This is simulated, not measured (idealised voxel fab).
The following process module bears the name voxel gate over fins.
We display cut, a cross-section 250 nm in width whose square cells are each 5 nm.
Format of a cross-section: grid, square cells. Given as bands. Order: top down. Band: one or more rows of cells. Band: top height; bottom height; in nm. Then, left to right: material with width in nm, for each material. "everywhere": a single material spanning edge to edge. "empty": empty space. The reference from which all heights are counted is 0, the level beneath which the as-received wafer is entirely one material; the lowest band, having no lower bound, proceeds downward and is written after the example "from 0 down". It should be noted that a width expressed as "30 to 40" varies in equal increments from row to row of cells within the band, taking the value of the first number at the top row and that of the second number at the bottom row. The designation "nothing different", where it is given for a processing step, indicates that no cell of the cross-section was altered in the course of that step. "Closed cavities" specifies each empty space that is not open to the top and that occupies no fewer than 8 cells, using the form width x height at distance, the distance measured from the left edge and all three quantities in nm. Note: text after step settings on the step line = simulator remark on that step. overlay nm: for a step with a mask, the amount by which the mask lay right of where it was planned; a negative amount means left of it.

Process steps (planned):
1,op RECEIVE | material Si
2,op CONFORMAL_DEP | material SiN | thk nm 5
3,op MASKED_ETCH | tone cover | mask id FINS | width nm 15 | pitch nm 35 | etch materials SiN | depth nm 5 | overlay nm 0
4,op MASKED_ETCH | tone cover | mask id FINS | width nm 15 | pitch nm 35 | etch materials Si | depth nm 35 | overlay nm 0
5,op OXIDIZE | depth nm 5
6,op FILL_DEP | material SiO2 | thk nm 10
7,op CMP | height nm 5
8,op SELECTIVE_ETCH | etch materials SiO2 | depth nm 15
9,op STRIP | etch materials SiN
10,op CONFORMAL_DEP | material HfO2 | thk nm 5
11,op CONFORMAL_DEP | material TiN | thk nm 5
12,op CONFORMAL_DEP | material TiAl | thk nm 5
13,op CONFORMAL_DEP | material TiN | thk nm 5
14,op FILL_DEP | material W | thk nm 10
15,op CMP | height nm 25
16,op CONFORMAL_DEP | material SiN | thk nm 10

Cross-section of the wafer at receipt, which is the condition after step 1:
	from 0 down  Si everywhere
	Closed cavities: none

Cross-sectional view of the first of the two wafers upon completion of the module, processed in accordance with the plan:
	from 35 to 25  SiN everywhere
	from 25 to 20  W everywhere
	from 20 to 15  W=85 / TiN=80 / W=85
	from 15 to 10  W=85 / TiN=5 / TiAl=70 / TiN=5 / W=85
	from 10 to 5  TiN=90 / TiAl=5 / TiN=25 / TiAl=10 / TiN=25 / TiAl=5 / TiN=90
	from 5 to 0  TiAl=95 / TiN=5 / HfO2=15 / TiN=5 / TiAl=10 / TiN=5 / HfO2=15 / TiN=5 / TiAl=95
	from 0 to -5  TiN=100 / HfO2=5 / Si=5 / HfO2=5 / TiN=20 / HfO2=5 / Si=5 / HfO2=5 / TiN=100
	from -5 to -10  HfO2=105 / Si=5 / HfO2=30 / Si=5 / HfO2=105
	from -10 to -40  SiO2=105 / Si=5 / SiO2=30 / Si=5 / SiO2=105
	from -40 down  Si everywhere
	Closed cavities: none

Second wafer cross-section at end of module - shared start and plan with the first, one mistake in the run:
	from 35 to 25  SiN everywhere
	from 25 to 20  W everywhere
	from 20 to 15  W=85 / TiN=80 / W=85
	from 15 to 10  W=85 / TiN=5 / TiAl=70 / TiN=5 / W=85
	from 10 to 5  W=85 / TiN=5 / TiAl=5 / TiN=25 / TiAl=10 / TiN=25 / TiAl=5 / TiN=5 / W=85
	from 5 to 0  W=85 / TiN=5 / TiAl=5 / TiN=5 / HfO2=15 / TiN=5 / TiAl=10 / TiN=5 / HfO2=15 / TiN=5 / TiAl=5 / TiN=5 / W=85
	from 0 to -5  W=85 / TiN=5 / TiAl=5 / TiN=5 / HfO2=5 / Si=5 / HfO2=5 / TiN=5 / TiAl=10 / TiN=5 / HfO2=5 / Si=5 / HfO2=5 / TiN=5 / TiAl=5 / TiN=5 / W=85
	from -5 to -10  TiN=90 / TiAl=5 / TiN=5 / HfO2=5 / Si=5 / HfO2=5 / TiN=5 / TiAl=10 / TiN=5 / HfO2=5 / Si=5 / HfO2=5 / TiN=5 / TiAl=5 / TiN=90
	from -10 to -15  TiAl=95 / TiN=5 / HfO2=5 / Si=5 / HfO2=5 / TiN=5 / TiAl=10 / TiN=5 / HfO2=5 / Si=5 / HfO2=5 / TiN=5 / TiAl=95
	from -15 to -20  TiN=100 / HfO2=5 / Si=5 / HfO2=5 / TiN=20 / HfO2=5 / Si=5 / HfO2=5 / TiN=100
	from -20 to -25  HfO2=105 / Si=5 / HfO2=30 / Si=5 / HfO2=105
	from -25 to -40  SiO2=105 / Si=5 / SiO2=30 / Si=5 / SiO2=105
	from -40 down  Si everywhere
	Closed cavities: none
Against the plan, the run slipped here: the plan's step 8 ran twice
Per the end-of-run cell counts, the second wafer holds more or fewer of some materials than the first: HfO2 +12 | SiO2 -144 | TiAl +12 | TiN +18 | W +102
